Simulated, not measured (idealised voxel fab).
process module | voxel wiring stack
cross-section cut | 180 nm wide | cells 5 nm
A cross-section is a grid of square cells, given in bands from the top down. A band is one or more rows of cells.
Each band's line starts with the height of the band's top and of its bottom, in nm. Then come its materials from left to right, each with its width in nm. One material with "throughout" fills the band from edge to edge. "air" is empty space.
Height 0 is the level under which the wafer as received is all one material. The lowest band goes on downwards, as in "0 down".
A width such as "30 to 40" changes by the same amount from each row of cells to the next, from the band's top row to its bottom row.
"no change" after a step means that no cell of the cross-section changed.
closed voids: empty space of 8 cells or more with no open way to the top, each as width x height at its distance from the left edge, in nm
after a step's settings: what the simulator itself notes on the step
overlay nm, on a step with a mask: how far to the right of its planned place the mask lay; to the left if negative
plan
1 op RECEIVE | material Si
2 op CONFORMAL_DEP | material SiO2 | thk nm 10
3 op DIRECTIONAL_DEP | material TiN | thk nm 5
4 op DIRECTIONAL_DEP | material W | thk nm 5
5 op DIRECTIONAL_DEP | material aC | thk nm 15
6 op PATTERN | tone cover | mask id METAL_1 | material resist | width nm 20 | pitch nm 45 | thk nm 30 | overlay nm 0
7 op DIRECTIONAL_ETCH | etch materials aC | depth nm 15
8 op STRIP | etch materials resist
9 op DIRECTIONAL_ETCH | etch materials W | depth nm 15
10 op DIRECTIONAL_ETCH | etch materials TiN | depth nm 5
11 op STRIP | etch materials aC
12 op FILL_DEP | material SiO2 | thk nm 10
13 op CMP | height nm 30
14 op CONFORMAL_DEP | material SiCN | thk nm 5
15 op DIRECTIONAL_DEP | material lowk | thk nm 35
16 op DIRECTIONAL_DEP | material aC | thk nm 15
17 op PATTERN | tone open | mask id METAL_2_HOLES | material resist | width nm 15 | thk nm 35 | overlay nm 0
18 op DIRECTIONAL_ETCH | etch materials aC | depth nm 15
19 op STRIP | etch materials resist
20 op DIRECTIONAL_ETCH | etch materials lowk | depth nm 35
21 op STRIP | etch materials aC
22 op DIRECTIONAL_DEP | material aC | thk nm 15
23 op PATTERN | tone open | mask id METAL_2 | material resist | width nm 20 | pitch nm 45 | thk nm 30 | overlay nm 0
24 op DIRECTIONAL_ETCH | etch materials aC | depth nm 15
25 op STRIP | etch materials resist
26 op DIRECTIONAL_ETCH | etch materials lowk | depth nm 20
27 op DIRECTIONAL_ETCH | etch materials SiCN | depth nm 5
28 op STRIP | etch materials aC
29 op CONFORMAL_DEP | material TiN | thk nm 5
30 op FILL_DEP | material Cu | thk nm 5
31 op CMP | height nm 70
32 op CONFORMAL_DEP | material SiN | thk nm 5
varied across the wafers: thk nm of step 4. The plan shows the first wafer's value. All wafers start alike
first wafer as received, after step 1
  0 down: Si throughout
  closed voids: none
first wafer at the end, after step 32
  75 to 70: SiN throughout
  70 to 55: lowk 55 | TiN 5 | Cu 10 | TiN 5 | lowk 25 | TiN 5 | Cu 10 | TiN 5 | lowk 60
  55 to 50: lowk 55 | TiN 5 | Cu 5 | TiN 10 | lowk 25 | TiN 20 | lowk 60
  50 to 35: lowk 55 | TiN 5 | Cu 5 | TiN 5 | lowk 110
  35 to 30: SiCN 55 | TiN 15 | SiCN 110
  30 to 20: SiO2 throughout
  20 to 15: SiO2 55 | W 20 | SiO2 25 | W 20 | SiO2 60
  15 to 10: SiO2 55 | TiN 20 | SiO2 25 | TiN 20 | SiO2 60
  10 to 0: SiO2 throughout
  0 down: Si throughout
  closed voids: none
last wafer at the end
  75 to 70: SiN throughout
  70 to 55: lowk 55 | TiN 5 | Cu 10 | TiN 5 | lowk 25 | TiN 5 | Cu 10 | TiN 5 | lowk 60
  55 to 50: lowk 55 | TiN 5 | Cu 5 | TiN 10 | lowk 25 | TiN 20 | lowk 60
  50 to 35: lowk 55 | TiN 5 | Cu 5 | TiN 5 | lowk 110
  35 to 30: SiCN 55 | TiN 15 | SiCN 110
  30 to 15: W throughout
  15 to 10: TiN throughout
  10 to 0: SiO2 throughout
  0 down: Si throughout
  closed voids: none
each wafer at the end: cells of each material gained (+) or lost (-) since it was received, then its closed voids
thk nm 5 | +16 Cu | +33 SiCN | +36 SiN | +200 SiO2 | +36 TiN | +8 W | +211 lowk | closed voids: none
thk nm 10 | +16 Cu | +33 SiCN | +36 SiN | +192 SiO2 | +36 TiN | +16 W | +211 lowk | closed voids: none
thk nm 15 | +16 Cu | +33 SiCN | +36 SiN | +184 SiO2 | +36 TiN | +24 W | +211 lowk | closed voids: none
thk nm 20 | +16 Cu | +33 SiCN | +36 SiN | +128 SiO2 | +64 TiN | +52 W | +211 lowk | closed voids: none
thk nm 25 | +16 Cu | +33 SiCN | +36 SiN | +100 SiO2 | +64 TiN | +80 W | +211 lowk | closed voids: none
thk nm 30 | +16 Cu | +33 SiCN | +36 SiN | +72 SiO2 | +64 TiN | +108 W | +211 lowk | closed voids: none
